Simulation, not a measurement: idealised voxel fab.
Process module in this document: voxel wiring stack
The cross-section on display is named cut; it measures 275 nm wide, and its cells are 5 nm squares.
For the purposes of this document, a cross-section shall be understood as a grid of square cells, specified as bands listed in top-to-bottom order, each band consisting of one or more rows of cells.
Within each band entry, the heights of the top and of the bottom of the band appear first, in that order and in nm; the materials of the band then follow from left to right, each with its corresponding width in nm. The designation "all across" on a single material indicates that it fills the band from edge to edge; the designation "air" indicates empty space.
It should be noted that heights are counted from 0, beneath which the wafer as supplied is of one material throughout, and that the lowest band possesses no lower boundary but continues downward, as written in "z 0 and below".
So if you see something like "30->40" for the width, read it as the top row of the band sitting at the first number and the bottom row at the second, with every row in between moving by the same amount as the last.
"identical to before" for a step: no cell of the cross-section changed in that step.
Enclosed voids (no open way to top), threshold 8 cells or more, entry "Closed internal voids", notation width x height at distance, distance from left edge, nm.
Note: text after step settings on the step line = simulator remark on that step.
Among the settings permitted on a step's line is "overlay nm"; applied to a step with a mask, it specifies the extent to which the mask lay to the right of its planned position, whereas a negative figure signifies a position to the left.
Before/after cross-section pairs, one process step each; after shown to lowest changed band; step and settings beneath. Pairs may be from different runs of this module on the same starting wafer; a pair continues from the one above only where its "Preceding state" entry says so.

PRECEDING STATE
    z 80 to 65 = lowk (40) | air (30) | lowk (25) | air (30) | lowk (25) | air (30) | lowk (25) | air (30) | lowk (40)
    z 65 to 55 = lowk (40) | air (15) | lowk (40) | air (15) | lowk (40) | air (15) | lowk (40) | air (15) | lowk (55)
    z 55 to 50 = SiCN (40) | air (15) | SiCN (40) | air (15) | SiCN (40) | air (15) | SiCN (40) | air (15) | SiCN (55)
    z 50 to 40 = SiCN all across
    z 40 to 20 = lowk (40) | TiN (5) | Ru (20) | TiN (5) | lowk (25) | TiN (5) | Ru (20) | TiN (5) | lowk (25) | TiN (5) | Ru (20) | TiN (5) | lowk (25) | TiN (5) | Ru (20) | TiN (5) | lowk (40)
    z 20 to 15 = SiCN (40) | TiN (30) | SiCN (25) | TiN (30) | SiCN (25) | TiN (30) | SiCN (25) | TiN (30) | SiCN (40)
    z 15 to 0 = SiO2 all across
    z 0 and below = Si all across
    Closed internal voids: none

RESULTING STRUCTURE
    z 85 to 80 = TiN (45) | air (20) | TiN (35) | air (20) | TiN (35) | air (20) | TiN (35) | air (20) | TiN (45)
    z 80 to 70 = lowk (40) | TiN (5) | air (20) | TiN (5) | lowk (25) | TiN (5) | air (20) | TiN (5) | lowk (25) | TiN (5) | air (20) | TiN (5) | lowk (25) | TiN (5) | air (20) | TiN (5) | lowk (40)
    z 70 to 65 = lowk (40) | TiN (5) | air (5) | TiN (20) | lowk (25) | TiN (5) | air (5) | TiN (20) | lowk (25) | TiN (5) | air (5) | TiN (20) | lowk (25) | TiN (5) | air (5) | TiN (20) | lowk (40)
    z 65 to 55 = lowk (40) | TiN (5) | air (5) | TiN (5) | lowk (40) | TiN (5) | air (5) | TiN (5) | lowk (40) | TiN (5) | air (5) | TiN (5) | lowk (40) | TiN (5) | air (5) | TiN (5) | lowk (55)
    z 55 to 50 = SiCN (40) | TiN (15) | SiCN (40) | TiN (15) | SiCN (40) | TiN (15) | SiCN (40) | TiN (15) | SiCN (55)
    Everything below 50 is unchanged.
    Closed internal voids: none
Operation between the pre and post cross-sections above: CONFORMAL_DEP [material TiN] [thk nm 5]

Preceding state: as shown after the step in the preceding pair, directly above.

RESULTING STRUCTURE
    z 95 to 85 = Cu all across
    z 85 to 80 = TiN (45) | Cu (20) | TiN (35) | Cu (20) | TiN (35) | Cu (20) | TiN (35) | Cu (20) | TiN (45)
    z 80 to 70 = lowk (40) | TiN (5) | Cu (20) | TiN (5) | lowk (25) | TiN (5) | Cu (20) | TiN (5) | lowk (25) | TiN (5) | Cu (20) | TiN (5) | lowk (25) | TiN (5) | Cu (20) | TiN (5) | lowk (40)
    z 70 to 65 = lowk (40) | TiN (5) | Cu (5) | TiN (20) | lowk (25) | TiN (5) | Cu (5) | TiN (20) | lowk (25) | TiN (5) | Cu (5) | TiN (20) | lowk (25) | TiN (5) | Cu (5) | TiN (20) | lowk (40)
    z 65 to 55 = lowk (40) | TiN (5) | Cu (5) | TiN (5) | lowk (40) | TiN (5) | Cu (5) | TiN (5) | lowk (40) | TiN (5) | Cu (5) | TiN (5) | lowk (40) | TiN (5) | Cu (5) | TiN (5) | lowk (55)
    Everything below 55 is unchanged.
    Closed internal voids: none
Operation between the pre and post cross-sections above: FILL_DEP [material Cu] [thk nm 10]

Preceding state: as shown after the step in the preceding pair, directly above.

RESULTING STRUCTURE
    z 70 to 65 = lowk (40) | TiN (5) | Cu (5) | TiN (20) | lowk (25) | TiN (5) | Cu (5) | TiN (20) | lowk (25) | TiN (5) | Cu (5) | TiN (20) | lowk (25) | TiN (5) | Cu (5) | TiN (20) | lowk (40)
    Everything below 65 is unchanged.
    Closed internal voids: none
Operation between the pre and post cross-sections above: CMP [height nm 70]

Preceding state: as shown after the step in the preceding pair, directly above.

RESULTING STRUCTURE
    z 75 to 70 = SiCN all across
    Everything below 70 is unchanged.
    Closed internal voids: none
Operation between the pre and post cross-sections above: CONFORMAL_DEP [material SiCN] [thk nm 5]

PRECEDING STATE
    z 80 to 70 = aC all across
    z 70 to 45 = lowk all across
    z 45 to 40 = SiCN all across
    z 40 to 20 = lowk (40) | TiN (5) | Ru (20) | TiN (5) | lowk (25) | TiN (5) | Ru (20) | TiN (5) | lowk (25) | TiN (5) | Ru (20) | TiN (5) | lowk (25) | TiN (5) | Ru (20) | TiN (5) | lowk (40)
    z 20 to 15 = SiCN (40) | TiN (30) | SiCN (25) | TiN (30) | SiCN (25) | TiN (30) | SiCN (25) | TiN (30) | SiCN (40)
    z 15 to 0 = SiO2 all across
    z 0 and below = Si all across
    Closed internal voids: none

RESULTING STRUCTURE
    z 105 to 80 = resist (45) | air (20) | resist (35) | air (20) | resist (35) | air (20) | resist (35) | air (20) | resist (45)
    Everything below 80 is unchanged.
    Closed internal voids: none
Operation between the pre and post cross-sections above: PATTERN [tone open] [mask id METAL_2] [material resist] [width nm 20] [pitch nm 55] [thk nm 25] [overlay nm 0]

Preceding state: as shown after the step in the preceding pair, directly above.

RESULTING STRUCTURE
    z 95 to 80 = resist (45) | air (20) | resist (35) | air (20) | resist (35) | air (20) | resist (35) | air (20) | resist (45)
    z 80 to 70 = aC (45) | air (20) | aC (35) | air (20) | aC (35) | air (20) | aC (35) | air (20) | aC (45)
    Everything below 70 is unchanged.
    Closed internal voids: none
Operation between the pre and post cross-sections above: DIRECTIONAL_ETCH [etch materials aC] [depth nm 10]

Preceding state: as shown after the step in the preceding pair, directly above.

RESULTING STRUCTURE
    z 80 to 70 = aC (45) | air (20) | aC (35) | air (20) | aC (35) | air (20) | aC (35) | air (20) | aC (45)
    Everything below 70 is unchanged.
    Closed internal voids: none
Operation between the pre and post cross-sections above: STRIP [etch materials resist]

Preceding state: as shown after the step in the preceding pair, directly above.

RESULTING STRUCTURE
    z 80 to 70 = aC (45) | air (20) | aC (35) | air (20) | aC (35) | air (20) | aC (35) | air (20) | aC (45)
    z 70 to 55 = lowk (45) | air (20) | lowk (35) | air (20) | lowk (35) | air (20) | lowk (35) | air (20) | lowk (45)
    Everything below 55 is unchanged.
    Closed internal voids: none
Operation between the pre and post cross-sections above: DIRECTIONAL_ETCH [etch materials lowk] [depth nm 15]

Preceding state: as shown after the step in the preceding pair, directly above.

RESULTING STRUCTURE
    z 70 to 55 = lowk (45) | air (20) | lowk (35) | air (20) | lowk (35) | air (20) | lowk (35) | air (20) | lowk (45)
    Everything below 55 is unchanged.
    Closed internal voids: none
Operation between the pre and post cross-sections above: STRIP [etch materials aC]

Preceding state: as shown after the step in the preceding pair, directly above.

RESULTING STRUCTURE
    z 85 to 70 = aC (45) | air (20) | aC (35) | air (20) | aC (35) | air (20) | aC (35) | air (20) | aC (45)
    z 70 to 55 = lowk (45) | aC (20) | lowk (35) | aC (20) | lowk (35) | aC (20) | lowk (35) | aC (20) | lowk (45)
    Everything below 55 is unchanged.
    Closed internal voids: none
Operation between the pre and post cross-sections above: DIRECTIONAL_DEP [material aC] [thk nm 15]

Preceding state: as shown after the step in the preceding pair, directly above.

RESULTING STRUCTURE
    z 115 to 85 = resist (40) | air (15) | resist (40) | air (15) | resist (40) | air (15) | resist (40) | air (15) | resist (55)
    z 85 to 70 = aC (45) | air (10) | resist (10) | aC (35) | air (10) | resist (10) | aC (35) | air (10) | resist (10) | aC (35) | air (10) | resist (10) | aC (45)
    Everything below 70 is unchanged.
    Closed internal voids: none
Operation between the pre and post cross-sections above: PATTERN [tone open] [mask id METAL_2_HOLES] [material resist] [width nm 15] [pitch nm 55] [thk nm 30] [overlay nm 0]

Preceding state: as shown after the step in the preceding pair, directly above.

RESULTING STRUCTURE
    z 100 to 85 = resist (40) | air (15) | resist (40) | air (15) | resist (40) | air (15) | resist (40) | air (15) | resist (55)
    z 85 to 70 = aC (40) | air (15) | resist (10) | aC (30) | air (15) | resist (10) | aC (30) | air (15) | resist (10) | aC (30) | air (15) | resist (10) | aC (45)
    z 70 to 55 = lowk (45) | air (10) | aC (10) | lowk (35) | air (10) | aC (10) | lowk (35) | air (10) | aC (10) | lowk (35) | air (10) | aC (10) | lowk (45)
    Everything below 55 is unchanged.
    Closed internal voids: none
Operation between the pre and post cross-sections above: DIRECTIONAL_ETCH [etch materials aC] [depth nm 15]

Preceding state: as shown after the step in the preceding pair, directly above.

RESULTING STRUCTURE
    z 85 to 70 = aC (40) | air (25) | aC (30) | air (25) | aC (30) | air (25) | aC (30) | air (25) | aC (45)
    Everything below 70 is unchanged.
    Closed internal voids: none
Operation between the pre and post cross-sections above: STRIP [etch materials resist]

Preceding state: as shown after the step in the preceding pair, directly above.

RESULTING STRUCTURE
    z 85 to 70 = aC (40) | air (25) | aC (30) | air (25) | aC (30) | air (25) | aC (30) | air (25) | aC (45)
    z 70 to 60 = lowk (40) | air (15) | aC (10) | lowk (30) | air (15) | aC (10) | lowk (30) | air (15) | aC (10) | lowk (30) | air (15) | aC (10) | lowk (45)
    z 60 to 55 = lowk (45) | air (10) | aC (10) | lowk (35) | air (10) | aC (10) | lowk (35) | air (10) | aC (10) | lowk (35) | air (10) | aC (10) | lowk (45)
    z 55 to 45 = lowk (45) | air (10) | lowk (45) | air (10) | lowk (45) | air (10) | lowk (45) | air (10) | lowk (55)
    Everything below 45 is unchanged.
    Closed internal voids: none
Operation between the pre and post cross-sections above: DIRECTIONAL_ETCH [etch materials lowk] [depth nm 10]

Preceding state: as shown after the step in the preceding pair, directly above.

RESULTING STRUCTURE
    z 85 to 70 = aC (40) | air (25) | aC (30) | air (25) | aC (30) | air (25) | aC (30) | air (25) | aC (45)
    z 70 to 60 = lowk (40) | air (15) | aC (10) | lowk (30) | air (15) | aC (10) | lowk (30) | air (15) | aC (10) | lowk (30) | air (15) | aC (10) | lowk (45)
    z 60 to 55 = lowk (45) | air (10) | aC (10) | lowk (35) | air (10) | aC (10) | lowk (35) | air (10) | aC (10) | lowk (35) | air (10) | aC (10) | lowk (45)
    z 55 to 45 = lowk (45) | air (10) | lowk (45) | air (10) | lowk (45) | air (10) | lowk (45) | air (10) | lowk (55)
    z 45 to 40 = SiCN (45) | air (10) | SiCN (45) | air (10) | SiCN (45) | air (10) | SiCN (45) | air (10) | SiCN (55)
    Everything below 40 is unchanged.
    Closed internal voids: none
Operation between the pre and post cross-sections above: DIRECTIONAL_ETCH [etch materials SiCN] [depth nm 5]

Preceding state: as shown after the step in the preceding pair, directly above.

RESULTING STRUCTURE
    z 70 to 60 = lowk (40) | air (25) | lowk (30) | air (25) | lowk (30) | air (25) | lowk (30) | air (25) | lowk (45)
    z 60 to 55 = lowk (45) | air (20) | lowk (35) | air (20) | lowk (35) | air (20) | lowk (35) | air (20) | lowk (45)
    Everything below 55 is unchanged.
    Closed internal voids: none
Operation between the pre and post cross-sections above: STRIP [etch materials aC]

Preceding state: as shown after the step in the preceding pair, directly above.

RESULTING STRUCTURE
    z 75 to 70 = TiN (45) | air (15) | TiN (40) | air (15) | TiN (40) | air (15) | TiN (40) | air (15) | TiN (50)
    z 70 to 60 = lowk (40) | TiN (5->10) | air (15->10) | TiN (5) | lowk (30) | TiN (5->10) | air (15->10) | TiN (5) | lowk (30) | TiN (5->10) | air (15->10) | TiN (5) | lowk (30) | TiN (5->10) | air (15->10) | TiN (5) | lowk (45)
    z 60 to 55 = lowk (45) | TiN (20) | lowk (35) | TiN (20) | lowk (35) | TiN (20) | lowk (35) | TiN (20) | lowk (45)
    z 55 to 45 = lowk (45) | TiN (10) | lowk (45) | TiN (10) | lowk (45) | TiN (10) | lowk (45) | TiN (10) | lowk (55)
    z 45 to 40 = SiCN (45) | TiN (10) | SiCN (45) | TiN (10) | SiCN (45) | TiN (10) | SiCN (45) | TiN (10) | SiCN (55)
    Everything below 40 is unchanged.
    Closed internal voids: none
Operation between the pre and post cross-sections above: CONFORMAL_DEP [material TiN] [thk nm 5]

Preceding state: as shown after the step in the preceding pair, directly above.

RESULTING STRUCTURE
    z 85 to 75 = Cu all across
    z 75 to 70 = TiN (45) | Cu (15) | TiN (40) | Cu (15) | TiN (40) | Cu (15) | TiN (40) | Cu (15) | TiN (50)
    z 70 to 60 = lowk (40) | TiN (5->10) | Cu (15->10) | TiN (5) | lowk (30) | TiN (5->10) | Cu (15->10) | TiN (5) | lowk (30) | TiN (5->10) | Cu (15->10) | TiN (5) | lowk (30) | TiN (5->10) | Cu (15->10) | TiN (5) | lowk (45)
    Everything below 60 is unchanged.
    Closed internal voids: none
Operation between the pre and post cross-sections above: FILL_DEP [material Cu] [thk nm 10]

Preceding state: as shown after the step in the preceding pair, directly above.

RESULTING STRUCTURE
    z 70 to 60 = lowk (40) | TiN (5->10) | Cu (15->10) | TiN (5) | lowk (30) | TiN (5->10) | Cu (15->10) | TiN (5) | lowk (30) | TiN (5->10) | Cu (15->10) | TiN (5) | lowk (30) | TiN (5->10) | Cu (15->10) | TiN (5) | lowk (45)
    Everything below 60 is unchanged.
    Closed internal voids: none
Operation between the pre and post cross-sections above: CMP [height nm 70]

Preceding state: as shown after the step in the preceding pair, directly above.

RESULTING STRUCTURE
    z 75 to 70 = SiCN all across
    Everything below 70 is unchanged.
    Closed internal voids: none
Operation between the pre and post cross-sections above: CONFORMAL_DEP [material SiCN] [thk nm 5]

PRECEDING STATE
    z 85 to 70 = aC (40) | air (30) | aC (25) | air (30) | aC (25) | air (30) | aC (25) | air (30) | aC (40)
    z 70 to 55 = lowk (40) | aC (30) | lowk (25) | aC (30) | lowk (25) | aC (30) | lowk (25) | aC (30) | lowk (40)
    z 55 to 45 = lowk all across
    z 45 to 40 = SiCN all across
    z 40 to 20 = lowk (40) | TiN (5) | Ru (20) | TiN (5) | lowk (25) | TiN (5) | Ru (20) | TiN (5) | lowk (25) | TiN (5) | Ru (20) | TiN (5) | lowk (25) | TiN (5) | Ru (20) | TiN (5) | lowk (40)
    z 20 to 15 = SiCN (40) | TiN (30) | SiCN (25) | TiN (30) | SiCN (25) | TiN (30) | SiCN (25) | TiN (30) | SiCN (40)
    z 15 to 0 = SiO2 all across
    z 0 and below = Si all across
    Closed internal voids: none

RESULTING STRUCTURE
    z 115 to 85 = resist (30) | air (15) | resist (40) | air (15) | resist (40) | air (15) | resist (40) | air (15) | resist (65)
    z 85 to 70 = aC (40) | air (5) | resist (25) | aC (25) | air (5) | resist (25) | aC (25) | air (5) | resist (25) | aC (25) | air (5) | resist (25) | aC (40)
    Everything below 70 is unchanged.
    Closed internal voids: none
Operation between the pre and post cross-sections above: PATTERN [tone open] [mask id METAL_2_HOLES] [material resist] [width nm 15] [pitch nm 55] [thk nm 30] [overlay nm -10]

Preceding state: as shown after the step in the preceding pair, directly above.

RESULTING STRUCTURE
    z 100 to 85 = resist (30) | air (15) | resist (40) | air (15) | resist (40) | air (15) | resist (40) | air (15) | resist (65)
    z 85 to 70 = aC (30) | air (15) | resist (25) | aC (15) | air (15) | resist (25) | aC (15) | air (15) | resist (25) | aC (15) | air (15) | resist (25) | aC (40)
    z 70 to 55 = lowk (40) | air (5) | aC (25) | lowk (25) | air (5) | aC (25) | lowk (25) | air (5) | aC (25) | lowk (25) | air (5) | aC (25) | lowk (40)
    Everything below 55 is unchanged.
    Closed internal voids: none
Operation between the pre and post cross-sections above: DIRECTIONAL_ETCH [etch materials aC] [depth nm 15]

Preceding state: as shown after the step in the preceding pair, directly above.

RESULTING STRUCTURE
    z 85 to 70 = aC (30) | air (40) | aC (15) | air (40) | aC (15) | air (40) | aC (15) | air (40) | aC (40)
    Everything below 70 is unchanged.
    Closed internal voids: none
Operation between the pre and post cross-sections above: STRIP [etch materials resist]

Preceding state: as shown after the step in the preceding pair, directly above.

RESULTING STRUCTURE
    z 85 to 70 = aC (30) | air (40) | aC (15) | air (40) | aC (15) | air (40) | aC (15) | air (40) | aC (40)
    z 70 to 60 = lowk (30) | air (15) | aC (25) | lowk (15) | air (15) | aC (25) | lowk (15) | air (15) | aC (25) | lowk (15) | air (15) | aC (25) | lowk (40)
    z 60 to 55 = lowk (40) | air (5) | aC (25) | lowk (25) | air (5) | aC (25) | lowk (25) | air (5) | aC (25) | lowk (25) | air (5) | aC (25) | lowk (40)
    z 55 to 45 = lowk (40) | air (5) | lowk (50) | air (5) | lowk (50) | air (5) | lowk (50) | air (5) | lowk (65)
    Everything below 45 is unchanged.
    Closed internal voids: none
Operation between the pre and post cross-sections above: DIRECTIONAL_ETCH [etch materials lowk] [depth nm 10]

Preceding state: as shown after the step in the preceding pair, directly above.

RESULTING STRUCTURE
    z 85 to 70 = aC (30) | air (40) | aC (15) | air (40) | aC (15) | air (40) | aC (15) | air (40) | aC (40)
    z 70 to 60 = lowk (30) | air (15) | aC (25) | lowk (15) | air (15) | aC (25) | lowk (15) | air (15) | aC (25) | lowk (15) | air (15) | aC (25) | lowk (40)
    z 60 to 55 = lowk (40) | air (5) | aC (25) | lowk (25) | air (5) | aC (25) | lowk (25) | air (5) | aC (25) | lowk (25) | air (5) | aC (25) | lowk (40)
    z 55 to 45 = lowk (40) | air (5) | lowk (50) | air (5) | lowk (50) | air (5) | lowk (50) | air (5) | lowk (65)
    z 45 to 40 = SiCN (40) | air (5) | SiCN (50) | air (5) | SiCN (50) | air (5) | SiCN (50) | air (5) | SiCN (65)
    Everything below 40 is unchanged.
    Closed internal voids: none
Operation between the pre and post cross-sections above: DIRECTIONAL_ETCH [etch materials SiCN] [depth nm 5]

Preceding state: as shown after the step in the preceding pair, directly above.

RESULTING STRUCTURE
    z 70 to 60 = lowk (30) | air (40) | lowk (15) | air (40) | lowk (15) | air (40) | lowk (15) | air (40) | lowk (40)
    z 60 to 55 = lowk (40) | air (30) | lowk (25) | air (30) | lowk (25) | air (30) | lowk (25) | air (30) | lowk (40)
    Everything below 55 is unchanged.
    Closed internal voids: none
Operation between the pre and post cross-sections above: STRIP [etch materials aC]

Preceding state: as shown after the step in the preceding pair, directly above.

RESULTING STRUCTURE
    z 75 to 70 = TiN (35) | air (30) | TiN (25) | air (30) | TiN (25) | air (30) | TiN (25) | air (30) | TiN (45)
    z 70 to 60 = lowk (30) | TiN (5->15) | air (30->20) | TiN (5) | lowk (15) | TiN (5->15) | air (30->20) | TiN (5) | lowk (15) | TiN (5->15) | air (30->20) | TiN (5) | lowk (15) | TiN (5->15) | air (30->20) | TiN (5) | lowk (40)
    z 60 to 55 = lowk (40) | TiN (30) | lowk (25) | TiN (30) | lowk (25) | TiN (30) | lowk (25) | TiN (30) | lowk (40)
    z 55 to 45 = lowk (40) | TiN (5) | lowk (50) | TiN (5) | lowk (50) | TiN (5) | lowk (50) | TiN (5) | lowk (65)
    z 45 to 40 = SiCN (40) | TiN (5) | SiCN (50) | TiN (5) | SiCN (50) | TiN (5) | SiCN (50) | TiN (5) | SiCN (65)
    Everything below 40 is unchanged.
    Closed internal voids: none
Operation between the pre and post cross-sections above: CONFORMAL_DEP [material TiN] [thk nm 5]

Preceding state: as shown after the step in the preceding pair, directly above.

RESULTING STRUCTURE
    z 85 to 75 = Cu all across
    z 75 to 70 = TiN (35) | Cu (30) | TiN (25) | Cu (30) | TiN (25) | Cu (30) | TiN (25) | Cu (30) | TiN (45)
    z 70 to 60 = lowk (30) | TiN (5->15) | Cu (30->20) | TiN (5) | lowk (15) | TiN (5->15) | Cu (30->20) | TiN (5) | lowk (15) | TiN (5->15) | Cu (30->20) | TiN (5) | lowk (15) | TiN (5->15) | Cu (30->20) | TiN (5) | lowk (40)
    Everything below 60 is unchanged.
    Closed internal voids: none
Operation between the pre and post cross-sections above: FILL_DEP [material Cu] [thk nm 10]

Preceding state: as shown after the step in the preceding pair, directly above.

RESULTING STRUCTURE
    z 70 to 60 = lowk (30) | TiN (5->15) | Cu (30->20) | TiN (5) | lowk (15) | TiN (5->15) | Cu (30->20) | TiN (5) | lowk (15) | TiN (5->15) | Cu (30->20) | TiN (5) | lowk (15) | TiN (5->15) | Cu (30->20) | TiN (5) | lowk (40)
    Everything below 60 is unchanged.
    Closed internal voids: none
Operation between the pre and post cross-sections above: CMP [height nm 70]

Preceding state: as shown after the step in the preceding pair, directly above.

RESULTING STRUCTURE
    z 75 to 70 = SiCN all across
    Everything below 70 is unchanged.
    Closed internal voids: none
Operation between the pre and post cross-sections above: CONFORMAL_DEP [material SiCN] [thk nm 5]

PRECEDING STATE
    z 20 to 15 = SiCN all across
    z 15 to 0 = SiO2 all across
    z 0 and below = Si all across
    Closed internal voids: none

RESULTING STRUCTURE
    z 40 to 20 = Cu all across
    Everything below 20 is unchanged.
    Closed internal voids: none
Operation between the pre and post cross-sections above: DIRECTIONAL_DEP [material Cu] [thk nm 20]

Preceding state: as shown after the step in the preceding pair, directly above.

RESULTING STRUCTURE
    z 45 to 40 = TiN all across
    Everything below 40 is unchanged.
    Closed internal voids: none
Operation between the pre and post cross-sections above: CONFORMAL_DEP [material TiN] [thk nm 5]

Preceding state: as shown after the step in the preceding pair, directly above.

RESULTING STRUCTURE
    z 50 to 45 = Ru all across
    Everything below 45 is unchanged.
    Closed internal voids: none
Operation between the pre and post cross-sections above: FILL_DEP [material Ru] [thk nm 5]

Preceding state: as shown after the step in the preceding pair, directly above.

RESULTING STRUCTURE
    z 40 to 20 = Cu all across
    Everything below 20 is unchanged.
    Closed internal voids: none
Operation between the pre and post cross-sections above: CMP [height nm 40]

Preceding state: as shown after the step in the preceding pair, directly above.

RESULTING STRUCTURE
    z 45 to 40 = SiCN all across
    Everything below 40 is unchanged.
    Closed internal voids: none
Operation between the pre and post cross-sections above: CONFORMAL_DEP [material SiCN] [thk nm 5]

Preceding state: as shown after the step in the preceding pair, directly above.

RESULTING STRUCTURE
    z 70 to 45 = lowk all across
    Everything below 45 is unchanged.
    Closed internal voids: none
Operation between the pre and post cross-sections above: DIRECTIONAL_DEP [material lowk] [thk nm 25]

Preceding state: as shown after the step in the preceding pair, directly above.

RESULTING STRUCTURE
    z 80 to 70 = aC all across
    Everything below 70 is unchanged.
    Closed internal voids: none
Operation between the pre and post cross-sections above: DIRECTIONAL_DEP [material aC] [thk nm 10]

Preceding state: as shown after the step in the preceding pair, directly above.

RESULTING STRUCTURE
    z 105 to 80 = resist (40) | air (30) | resist (25) | air (30) | resist (25) | air (30) | resist (25) | air (30) | resist (40)
    Everything below 80 is unchanged.
    Closed internal voids: none
Operation between the pre and post cross-sections above: PATTERN [tone open] [mask id METAL_2] [material resist] [width nm 30] [pitch nm 55] [thk nm 25] [overlay nm 0]

Preceding state: as shown after the step in the preceding pair, directly above.

RESULTING STRUCTURE
    z 95 to 80 = resist (40) | air (30) | resist (25) | air (30) | resist (25) | air (30) | resist (25) | air (30) | resist (40)
    z 80 to 70 = aC (40) | air (30) | aC (25) | air (30) | aC (25) | air (30) | aC (25) | air (30) | aC (40)
    Everything below 70 is unchanged.
    Closed internal voids: none
Operation between the pre and post cross-sections above: DIRECTIONAL_ETCH [etch materials aC] [depth nm 10]

Preceding state: as shown after the step in the preceding pair, directly above.

RESULTING STRUCTURE
    z 80 to 70 = aC (40) | air (30) | aC (25) | air (30) | aC (25) | air (30) | aC (25) | air (30) | aC (40)
    Everything below 70 is unchanged.
    Closed internal voids: none
Operation between the pre and post cross-sections above: STRIP [etch materials resist]

Preceding state: as shown after the step in the preceding pair, directly above.

RESULTING STRUCTURE
    z 80 to 70 = aC (40) | air (30) | aC (25) | air (30) | aC (25) | air (30) | aC (25) | air (30) | aC (40)
    z 70 to 55 = lowk (40) | air (30) | lowk (25) | air (30) | lowk (25) | air (30) | lowk (25) | air (30) | lowk (40)
    Everything below 55 is unchanged.
    Closed internal voids: none
Operation between the pre and post cross-sections above: DIRECTIONAL_ETCH [etch materials lowk] [depth nm 15]

Preceding state: as shown after the step in the preceding pair, directly above.

RESULTING STRUCTURE
    z 70 to 55 = lowk (40) | air (30) | lowk (25) | air (30) | lowk (25) | air (30) | lowk (25) | air (30) | lowk (40)
    Everything below 55 is unchanged.
    Closed internal voids: none
Operation between the pre and post cross-sections above: STRIP [etch materials aC]

Preceding state: as shown after the step in the preceding pair, directly above.

RESULTING STRUCTURE
    z 85 to 70 = aC (40) | air (30) | aC (25) | air (30) | aC (25) | air (30) | aC (25) | air (30) | aC (40)
    z 70 to 55 = lowk (40) | aC (30) | lowk (25) | aC (30) | lowk (25) | aC (30) | lowk (25) | aC (30) | lowk (40)
    Everything below 55 is unchanged.
    Closed internal voids: none
Operation between the pre and post cross-sections above: DIRECTIONAL_DEP [material aC] [thk nm 15]

Preceding state: as shown after the step in the preceding pair, directly above.

RESULTING STRUCTURE
    z 115 to 85 = resist (40) | air (15) | resist (40) | air (15) | resist (40) | air (15) | resist (40) | air (15) | resist (55)
    z 85 to 70 = aC (40) | air (15) | resist (15) | aC (25) | air (15) | resist (15) | aC (25) | air (15) | resist (15) | aC (25) | air (15) | resist (15) | aC (40)
    Everything below 70 is unchanged.
    Closed internal voids: none
Operation between the pre and post cross-sections above: PATTERN [tone open] [mask id METAL_2_HOLES] [material resist] [width nm 15] [pitch nm 55] [thk nm 30] [overlay nm 0]

Preceding state: as shown after the step in the preceding pair, directly above.

RESULTING STRUCTURE
    z 100 to 85 = resist (40) | air (15) | resist (40) | air (15) | resist (40) | air (15) | resist (40) | air (15) | resist (55)
    z 85 to 70 = aC (40) | air (15) | resist (15) | aC (25) | air (15) | resist (15) | aC (25) | air (15) | resist (15) | aC (25) | air (15) | resist (15) | aC (40)
    z 70 to 55 = lowk (40) | air (15) | aC (15) | lowk (25) | air (15) | aC (15) | lowk (25) | air (15) | aC (15) | lowk (25) | air (15) | aC (15) | lowk (40)
    Everything below 55 is unchanged.
    Closed internal voids: none
Operation between the pre and post cross-sections above: DIRECTIONAL_ETCH [etch materials aC] [depth nm 15]

Preceding state: as shown after the step in the preceding pair, directly above.

RESULTING STRUCTURE
    z 85 to 70 = aC (40) | air (30) | aC (25) | air (30) | aC (25) | air (30) | aC (25) | air (30) | aC (40)
    Everything below 70 is unchanged.
    Closed internal voids: none
Operation between the pre and post cross-sections above: STRIP [etch materials resist]

Preceding state: as shown after the step in the preceding pair, directly above.

RESULTING STRUCTURE
    z 85 to 70 = aC (40) | air (30) | aC (25) | air (30) | aC (25) | air (30) | aC (25) | air (30) | aC (40)
    z 70 to 55 = lowk (40) | air (15) | aC (15) | lowk (25) | air (15) | aC (15) | lowk (25) | air (15) | aC (15) | lowk (25) | air (15) | aC (15) | lowk (40)
    z 55 to 45 = lowk (40) | air (15) | lowk (40) | air (15) | lowk (40) | air (15) | lowk (40) | air (15) | lowk (55)
    Everything below 45 is unchanged.
    Closed internal voids: none
Operation between the pre and post cross-sections above: DIRECTIONAL_ETCH [etch materials lowk] [depth nm 10]

Preceding state: as shown after the step in the preceding pair, directly above.

RESULTING STRUCTURE
    z 85 to 70 = aC (40) | air (30) | aC (25) | air (30) | aC (25) | air (30) | aC (25) | air (30) | aC (40)
    z 70 to 55 = lowk (40) | air (15) | aC (15) | lowk (25) | air (15) | aC (15) | lowk (25) | air (15) | aC (15) | lowk (25) | air (15) | aC (15) | lowk (40)
    z 55 to 45 = lowk (40) | air (15) | lowk (40) | air (15) | lowk (40) | air (15) | lowk (40) | air (15) | lowk (55)
    z 45 to 40 = SiCN (40) | air (15) | SiCN (40) | air (15) | SiCN (40) | air (15) | SiCN (40) | air (15) | SiCN (55)
    Everything below 40 is unchanged.
    Closed internal voids: none
Operation between the pre and post cross-sections above: DIRECTIONAL_ETCH [etch materials SiCN] [depth nm 5]

Preceding state: as shown after the step in the preceding pair, directly above.

RESULTING STRUCTURE
    z 70 to 55 = lowk (40) | air (30) | lowk (25) | air (30) | lowk (25) | air (30) | lowk (25) | air (30) | lowk (40)
    Everything below 55 is unchanged.
    Closed internal voids: none
Operation between the pre and post cross-sections above: STRIP [etch materials aC]

Preceding state: as shown after the step in the preceding pair, directly above.

RESULTING STRUCTURE
    z 75 to 70 = TiN (45) | air (20) | TiN (35) | air (20) | TiN (35) | air (20) | TiN (35) | air (20) | TiN (45)
    z 70 to 60 = lowk (40) | TiN (5) | air (20) | TiN (5) | lowk (25) | TiN (5) | air (20) | TiN (5) | lowk (25) | TiN (5) | air (20) | TiN (5) | lowk (25) | TiN (5) | air (20) | TiN (5) | lowk (40)
    z 60 to 55 = lowk (40) | TiN (5) | air (5) | TiN (20) | lowk (25) | TiN (5) | air (5) | TiN (20) | lowk (25) | TiN (5) | air (5) | TiN (20) | lowk (25) | TiN (5) | air (5) | TiN (20) | lowk (40)
    z 55 to 45 = lowk (40) | TiN (5) | air (5) | TiN (5) | lowk (40) | TiN (5) | air (5) | TiN (5) | lowk (40) | TiN (5) | air (5) | TiN (5) | lowk (40) | TiN (5) | air (5) | TiN (5) | lowk (55)
    z 45 to 40 = SiCN (40) | TiN (15) | SiCN (40) | TiN (15) | SiCN (40) | TiN (15) | SiCN (40) | TiN (15) | SiCN (55)
    Everything below 40 is unchanged.
    Closed internal voids: none
Operation between the pre and post cross-sections above: CONFORMAL_DEP [material TiN] [thk nm 5]
